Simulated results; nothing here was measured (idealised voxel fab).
Process module under the name voxel ribs on slabs
The width of the displayed cross-section, cut, is 255 nm; its cells are square, with a size of 5 nm.
Think of the cross-section as a grid of square cells. We describe it in bands, top to bottom, and each band covers one or more rows of those cells. First you get the band's top height and its bottom height, in nm, and then the materials it's made of, left to right, with each width in nm. If you see a single material with "edge to edge", that one covers the band edge to edge. "air" is empty space. Ref level 0: as-received wafer is one material below here. Bottom band extends down with no lower bound ("0 nm and below"). Note: "30 to 40" means the width goes from the first number (top row of the band) to the second number (bottom row) in equal steps per row of cells. Given "left unchanged" for a step, no cell of the cross-section differs between before and after that step. "Closed void list": sealed empty spaces, 8 cells or more, no open way to top, listed width x height at distance, with distance from the left edge and width, height and distance in nm. Whatever follows a step's settings on its line is a remark the simulator itself makes about that step. The "overlay nm" setting may appear on a step's line; for a step that uses a mask, it gives how far to the right of its planned position the mask lay, and a negative value indicates the left.

Plan:
- 1: RECEIVE with material Si
- 2: DIRECTIONAL_DEP with material SiO2, thk nm 30
- 3: DIRECTIONAL_DEP with material polySi, thk nm 15
- 4: MASKED_ETCH with tone cover, mask id RIB, width nm 20, etch materials polySi, depth nm 10, overlay nm 0
- 5: DIRECTIONAL_DEP with material aC, thk nm 10
- 6: PATTERN with tone cover, mask id SLAB, material resist, width nm 80, thk nm 25, overlay nm 0
- 7: DIRECTIONAL_ETCH with etch materials aC, depth nm 10
- 8: STRIP with etch materials resist
- 9: DIRECTIONAL_ETCH with etch materials polySi, depth nm 5
- 10: STRIP with etch materials aC
- 11: FILL_DEP with material SiO2, thk nm 20
- 12: CMP with height nm 60
- 13: DIRECTIONAL_DEP with material W, thk nm 10
- 14: DIRECTIONAL_DEP with material aC, thk nm 15
- 15: PATTERN with tone cover, mask id HEATER, material resist, width nm 30, thk nm 30, overlay nm 0
- 16: DIRECTIONAL_ETCH with etch materials aC, depth nm 15
- 17: STRIP with etch materials resist
- 18: DIRECTIONAL_ETCH with etch materials W, depth nm 10
- 19: STRIP with etch materials aC
- 20: CONFORMAL_DEP with material SiO2, thk nm 10

Cross-section of the incoming wafer, state after step 1:
> 0 nm and below  Si edge to edge
> Closed void list: none

Cross-section: first of two wafers, module finished, run according to plan:
> 80 nm to 70 nm  100 air  50 SiO2  105 air
> 70 nm to 60 nm  110 SiO2  30 W  115 SiO2
> 60 nm to 45 nm  SiO2 edge to edge
> 45 nm to 35 nm  115 SiO2  20 polySi  120 SiO2
> 35 nm to 30 nm  85 SiO2  80 polySi  90 SiO2
> 30 nm to 0 nm  SiO2 edge to edge
> 0 nm and below  Si edge to edge
> Closed void list: none

Second wafer through the module, sectioned at the end: same beginning and same plan as the first wafer, with one mistake in carrying it out:
> 80 nm to 70 nm  120 SiO2  10 air  125 SiO2
> 70 nm to 60 nm  110 W  30 SiO2  115 W
> 60 nm to 45 nm  SiO2 edge to edge
> 45 nm to 35 nm  115 SiO2  20 polySi  120 SiO2
> 35 nm to 30 nm  85 SiO2  80 polySi  90 SiO2
> 30 nm to 0 nm  SiO2 edge to edge
> 0 nm and below  Si edge to edge
> Closed void list: none
Deviation noted in wafer processing: step 15 was not run as planned; what actually ran was PATTERN with tone open, mask id HEATER, material resist, width nm 30, thk nm 30, overlay nm 0
At the finish, the second wafer shows more or fewer cells for some materials than the first does: W: 78 more
